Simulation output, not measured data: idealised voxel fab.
Process module name: voxel wiring stack
Xsec cut, 195 nm wide, square cell size 5 nm.
We lay out every cross-section as a grid of square cells and spell it out in bands from the top down, where one band means one or more rows of cells. Heads up on the band format: heights come first, top then bottom, in nm. After that it's the materials left to right, each with its width in nm. A single material flagged "edge to edge" fills the whole band edge to edge, and "air" means there's empty space there. Height reference: 0 = level under which incoming wafer is all one material. Lowest band: no bottom, runs on downward, e.g. "from 0 down". Read "30->40" as a graded width: first number on top, second number at the bottom, same change between each pair of neighbouring rows. No cell of the cross-section changed in a step that is given as "no alterations made". For the entry "Fully closed voids", the listed items are empty spaces with no open way to the top whose size is 8 cells or more; each item follows the pattern width x height at distance, where distance is from the left edge and all three are in nm. Heads up: the bit after the settings on a step's line is the simulator's remark on that step. overlay nm: step with mask; distance mask lay right of planned place; negative value = left of planned place.
## Steps in the process plan
1) RECEIVE,material Si
2) CONFORMAL_DEP,material SiO2,thk nm 10
3) DIRECTIONAL_DEP,material TiN,thk nm 5
4) DIRECTIONAL_DEP,material W,thk nm 20
5) DIRECTIONAL_DEP,material aC,thk nm 10
6) PATTERN,tone cover,mask id METAL_1,material resist,width nm 25,pitch nm 50,thk nm 25,overlay nm 0
7) DIRECTIONAL_ETCH,etch materials aC,depth nm 10
8) STRIP,etch materials resist
9) DIRECTIONAL_ETCH,etch materials W,depth nm 20
10) DIRECTIONAL_ETCH,etch materials TiN,depth nm 5
11) STRIP,etch materials aC
12) FILL_DEP,material lowk,thk nm 5
13) CMP,height nm 35
14) CONFORMAL_DEP,material SiCN,thk nm 5
15) DIRECTIONAL_DEP,material lowk,thk nm 10
16) MASKED_ETCH,tone open,mask id PLUG_1,width nm 15,etch materials lowk,depth nm 10,overlay nm 0
17) MASKED_ETCH,tone open,mask id PLUG_1,width nm 15,etch materials SiCN,depth nm 5,overlay nm 0
18) CONFORMAL_DEP,material TiN,thk nm 5
19) FILL_DEP,material W,thk nm 5
20) CMP,height nm 50
21) DIRECTIONAL_DEP,material TiN,thk nm 5
22) DIRECTIONAL_DEP,material W,thk nm 20
23) PATTERN,tone cover,mask id METAL_2,material resist,width nm 25,pitch nm 50,thk nm 15,overlay nm 0
24) DIRECTIONAL_ETCH,etch materials W,depth nm 20
25) DIRECTIONAL_ETCH,etch materials TiN,depth nm 5
26) STRIP,etch materials resist
27) CONFORMAL_DEP,material SiCN,thk nm 5
28) FILL_DEP,material lowk,thk nm 10
29) CMP,height nm 75
30) CONFORMAL_DEP,material SiN,thk nm 5
## First wafer of two (run as planned)
## Step 1 complete: cross-section of the wafer as received
> from 0 down: Si edge to edge
> Fully closed voids: none
## Cross-section of the wafer subsequent to step 2
> from 10 to 0: SiO2 edge to edge
> Under the height 0 nothing was changed.
## Cross-section of the wafer subsequent to step 3
> from 15 to 10: TiN edge to edge
> Under the height 10 nothing was changed.
## Cross-section of the wafer subsequent to step 4
> from 35 to 15: W edge to edge
> Under the height 15 nothing was changed.
## Cross-section of the wafer subsequent to step 5
> from 45 to 35: aC edge to edge
> Under the height 35 nothing was changed.
## Cross-section of the wafer subsequent to step 6
> from 70 to 45: 60 nm air  25 nm resist  25 nm air  25 nm resist  60 nm air
> Under the height 45 nothing was changed.
## Cross-section of the wafer subsequent to step 7
> from 60 to 45: 60 nm air  25 nm resist  25 nm air  25 nm resist  60 nm air
> from 45 to 35: 60 nm air  25 nm aC  25 nm air  25 nm aC  60 nm air
> Under the height 35 nothing was changed.
## Cross-section of the wafer subsequent to step 8
> from 45 to 35: 60 nm air  25 nm aC  25 nm air  25 nm aC  60 nm air
> Under the height 35 nothing was changed.
## Cross-section of the wafer subsequent to step 9
> from 45 to 35: 60 nm air  25 nm aC  25 nm air  25 nm aC  60 nm air
> from 35 to 15: 60 nm air  25 nm W  25 nm air  25 nm W  60 nm air
> Under the height 15 nothing was changed.
## Cross-section of the wafer subsequent to step 10
> from 45 to 35: 60 nm air  25 nm aC  25 nm air  25 nm aC  60 nm air
> from 35 to 15: 60 nm air  25 nm W  25 nm air  25 nm W  60 nm air
> from 15 to 10: 60 nm air  25 nm TiN  25 nm air  25 nm TiN  60 nm air
> Under the height 10 nothing was changed.
## Cross-section of the wafer subsequent to step 11
> from 35 to 15: 60 nm air  25 nm W  25 nm air  25 nm W  60 nm air
> Under the height 15 nothing was changed.
## Cross-section of the wafer subsequent to step 12
> from 40 to 35: lowk edge to edge
> from 35 to 15: 60 nm lowk  25 nm W  25 nm lowk  25 nm W  60 nm lowk
> from 15 to 10: 60 nm lowk  25 nm TiN  25 nm lowk  25 nm TiN  60 nm lowk
> Under the height 10 nothing was changed.
## Cross-section of the wafer subsequent to step 13
> from 35 to 15: 60 nm lowk  25 nm W  25 nm lowk  25 nm W  60 nm lowk
> Under the height 15 nothing was changed.
## Cross-section of the wafer subsequent to step 14
> from 40 to 35: SiCN edge to edge
> Under the height 35 nothing was changed.
## Cross-section of the wafer subsequent to step 15
> from 50 to 40: lowk edge to edge
> Under the height 40 nothing was changed.
## Cross-section of the wafer subsequent to step 16
> from 50 to 40: 60 nm lowk  15 nm air  120 nm lowk
> Under the height 40 nothing was changed.
## Cross-section of the wafer subsequent to step 17
> from 50 to 40: 60 nm lowk  15 nm air  120 nm lowk
> from 40 to 35: 60 nm SiCN  15 nm air  120 nm SiCN
> Under the height 35 nothing was changed.
## Cross-section of the wafer subsequent to step 18
> from 55 to 50: 65 nm TiN  5 nm air  125 nm TiN
> from 50 to 40: 60 nm lowk  5 nm TiN  5 nm air  5 nm TiN  120 nm lowk
> from 40 to 35: 60 nm SiCN  15 nm TiN  120 nm SiCN
> Under the height 35 nothing was changed.
## Cross-section of the wafer subsequent to step 19
> from 60 to 55: W edge to edge
> from 55 to 50: 65 nm TiN  5 nm W  125 nm TiN
> from 50 to 40: 60 nm lowk  5 nm TiN  5 nm W  5 nm TiN  120 nm lowk
> Under the height 40 nothing was changed.
## Cross-section of the wafer subsequent to step 20
> from 50 to 40: 60 nm lowk  5 nm TiN  5 nm W  5 nm TiN  120 nm lowk
> Under the height 40 nothing was changed.
## Cross-section of the wafer subsequent to step 21
> from 55 to 50: TiN edge to edge
> Under the height 50 nothing was changed.
## Cross-section of the wafer subsequent to step 22
> from 75 to 55: W edge to edge
> Under the height 55 nothing was changed.
## Cross-section of the wafer subsequent to step 23
> from 90 to 75: 60 nm air  25 nm resist  25 nm air  25 nm resist  60 nm air
> Under the height 75 nothing was changed.
## Cross-section of the wafer subsequent to step 24
> from 90 to 75: 60 nm air  25 nm resist  25 nm air  25 nm resist  60 nm air
> from 75 to 55: 60 nm air  25 nm W  25 nm air  25 nm W  60 nm air
> Under the height 55 nothing was changed.
## Cross-section of the wafer subsequent to step 25
> from 90 to 75: 60 nm air  25 nm resist  25 nm air  25 nm resist  60 nm air
> from 75 to 55: 60 nm air  25 nm W  25 nm air  25 nm W  60 nm air
> from 55 to 50: 60 nm air  25 nm TiN  25 nm air  25 nm TiN  60 nm air
> Under the height 50 nothing was changed.
## Cross-section of the wafer subsequent to step 26
> from 75 to 55: 60 nm air  25 nm W  25 nm air  25 nm W  60 nm air
> Under the height 55 nothing was changed.
## Cross-section of the wafer subsequent to step 27
> from 80 to 75: 55 nm air  35 nm SiCN  15 nm air  35 nm SiCN  55 nm air
> from 75 to 55: 55 nm air  5 nm SiCN  25 nm W  5 nm SiCN  15 nm air  5 nm SiCN  25 nm W  5 nm SiCN  55 nm air
> from 55 to 50: 60 nm SiCN  25 nm TiN  25 nm SiCN  25 nm TiN  60 nm SiCN
> Under the height 50 nothing was changed.
## Cross-section of the wafer subsequent to step 28
> from 90 to 80: lowk edge to edge
> from 80 to 75: 55 nm lowk  35 nm SiCN  15 nm lowk  35 nm SiCN  55 nm lowk
> from 75 to 55: 55 nm lowk  5 nm SiCN  25 nm W  5 nm SiCN  15 nm lowk  5 nm SiCN  25 nm W  5 nm SiCN  55 nm lowk
> Under the height 55 nothing was changed.
## Cross-section of the wafer subsequent to step 29
> from 75 to 55: 55 nm lowk  5 nm SiCN  25 nm W  5 nm SiCN  15 nm lowk  5 nm SiCN  25 nm W  5 nm SiCN  55 nm lowk
> Under the height 55 nothing was changed.
## Cross-section of the wafer subsequent to step 30
> from 80 to 75: SiN edge to edge
> Under the height 75 nothing was changed.
## Wafer two. Same start, same plan, one slip in execution. Same as wafer one through step 2, inclusive
## Cross-sectional view of the second wafer at the intended end time of process step 3
> from 30 to 10: W edge to edge
> Under the height 10 nothing was changed.
## Cross-sectional view of the second wafer at the intended end time of process step 4
> from 35 to 30: TiN edge to edge
> Under the height 30 nothing was changed.
## Cross-sectional view of the second wafer at the intended end time of process step 5
> from 45 to 35: aC edge to edge
> Under the height 35 nothing was changed.
## Cross-sectional view of the second wafer at the intended end time of process step 6
> from 70 to 45: 60 nm air  25 nm resist  25 nm air  25 nm resist  60 nm air
> Under the height 45 nothing was changed.
## Cross-sectional view of the second wafer at the intended end time of process step 7
> from 60 to 45: 60 nm air  25 nm resist  25 nm air  25 nm resist  60 nm air
> from 45 to 35: 60 nm air  25 nm aC  25 nm air  25 nm aC  60 nm air
> Under the height 35 nothing was changed.
## Cross-sectional view of the second wafer at the intended end time of process step 8
> from 45 to 35: 60 nm air  25 nm aC  25 nm air  25 nm aC  60 nm air
> Under the height 35 nothing was changed.
Cross-sectional view of the second wafer at the intended end time of process step 9: no alterations made
## Cross-sectional view of the second wafer at the intended end time of process step 10
> from 45 to 35: 60 nm air  25 nm aC  25 nm air  25 nm aC  60 nm air
> from 35 to 30: 60 nm air  25 nm TiN  25 nm air  25 nm TiN  60 nm air
> Under the height 30 nothing was changed.
## Cross-sectional view of the second wafer at the intended end time of process step 11
> from 35 to 30: 60 nm air  25 nm TiN  25 nm air  25 nm TiN  60 nm air
> Under the height 30 nothing was changed.
## Cross-sectional view of the second wafer at the intended end time of process step 12
> from 40 to 35: lowk edge to edge
> from 35 to 30: 60 nm lowk  25 nm TiN  25 nm lowk  25 nm TiN  60 nm lowk
> Under the height 30 nothing was changed.
## Cross-sectional view of the second wafer at the intended end time of process step 13
> from 35 to 30: 60 nm lowk  25 nm TiN  25 nm lowk  25 nm TiN  60 nm lowk
> Under the height 30 nothing was changed.
## Cross-sectional view of the second wafer at the intended end time of process step 14
> from 40 to 35: SiCN edge to edge
> Under the height 35 nothing was changed.
## Cross-sectional view of the second wafer at the intended end time of process step 15
> from 50 to 40: lowk edge to edge
> Under the height 40 nothing was changed.
## Cross-sectional view of the second wafer at the intended end time of process step 16
> from 50 to 40: 60 nm lowk  15 nm air  120 nm lowk
> Under the height 40 nothing was changed.
## Cross-sectional view of the second wafer at the intended end time of process step 17
> from 50 to 40: 60 nm lowk  15 nm air  120 nm lowk
> from 40 to 35: 60 nm SiCN  15 nm air  120 nm SiCN
> Under the height 35 nothing was changed.
## Cross-sectional view of the second wafer at the intended end time of process step 18
> from 55 to 50: 65 nm TiN  5 nm air  125 nm TiN
> from 50 to 40: 60 nm lowk  5 nm TiN  5 nm air  5 nm TiN  120 nm lowk
> from 40 to 35: 60 nm SiCN  15 nm TiN  120 nm SiCN
> Under the height 35 nothing was changed.
## Cross-sectional view of the second wafer at the intended end time of process step 19
> from 60 to 55: W edge to edge
> from 55 to 50: 65 nm TiN  5 nm W  125 nm TiN
> from 50 to 40: 60 nm lowk  5 nm TiN  5 nm W  5 nm TiN  120 nm lowk
> Under the height 40 nothing was changed.
## Cross-sectional view of the second wafer at the intended end time of process step 20
> from 50 to 40: 60 nm lowk  5 nm TiN  5 nm W  5 nm TiN  120 nm lowk
> Under the height 40 nothing was changed.
## Cross-sectional view of the second wafer at the intended end time of process step 21
> from 55 to 50: TiN edge to edge
> Under the height 50 nothing was changed.
## Cross-sectional view of the second wafer at the intended end time of process step 22
> from 75 to 55: W edge to edge
> Under the height 55 nothing was changed.
## Cross-sectional view of the second wafer at the intended end time of process step 23
> from 90 to 75: 60 nm air  25 nm resist  25 nm air  25 nm resist  60 nm air
> Under the height 75 nothing was changed.
## Cross-sectional view of the second wafer at the intended end time of process step 24
> from 90 to 75: 60 nm air  25 nm resist  25 nm air  25 nm resist  60 nm air
> from 75 to 55: 60 nm air  25 nm W  25 nm air  25 nm W  60 nm air
> Under the height 55 nothing was changed.
## Cross-sectional view of the second wafer at the intended end time of process step 25
> from 90 to 75: 60 nm air  25 nm resist  25 nm air  25 nm resist  60 nm air
> from 75 to 55: 60 nm air  25 nm W  25 nm air  25 nm W  60 nm air
> from 55 to 50: 60 nm air  25 nm TiN  25 nm air  25 nm TiN  60 nm air
> Under the height 50 nothing was changed.
## Cross-sectional view of the second wafer at the intended end time of process step 26
> from 75 to 55: 60 nm air  25 nm W  25 nm air  25 nm W  60 nm air
> Under the height 55 nothing was changed.
## Cross-sectional view of the second wafer at the intended end time of process step 27
> from 80 to 75: 55 nm air  35 nm SiCN  15 nm air  35 nm SiCN  55 nm air
> from 75 to 55: 55 nm air  5 nm SiCN  25 nm W  5 nm SiCN  15 nm air  5 nm SiCN  25 nm W  5 nm SiCN  55 nm air
> from 55 to 50: 60 nm SiCN  25 nm TiN  25 nm SiCN  25 nm TiN  60 nm SiCN
> Under the height 50 nothing was changed.
## Cross-sectional view of the second wafer at the intended end time of process step 28
> from 90 to 80: lowk edge to edge
> from 80 to 75: 55 nm lowk  35 nm SiCN  15 nm lowk  35 nm SiCN  55 nm lowk
> from 75 to 55: 55 nm lowk  5 nm SiCN  25 nm W  5 nm SiCN  15 nm lowk  5 nm SiCN  25 nm W  5 nm SiCN  55 nm lowk
> Under the height 55 nothing was changed.
## Cross-sectional view of the second wafer at the intended end time of process step 29
> from 75 to 55: 55 nm lowk  5 nm SiCN  25 nm W  5 nm SiCN  15 nm lowk  5 nm SiCN  25 nm W  5 nm SiCN  55 nm lowk
> Under the height 55 nothing was changed.
## Cross-sectional view of the second wafer at the intended end time of process step 30
> from 80 to 75: SiN edge to edge
> Under the height 75 nothing was changed.
Heads up, the wafer didn't run the way we planned it: steps 3 and 4 traded places in the executed sequence
Final wafer comparison in cells, second versus first, more or fewer per material: W: 116 more; lowk: 116 fewer
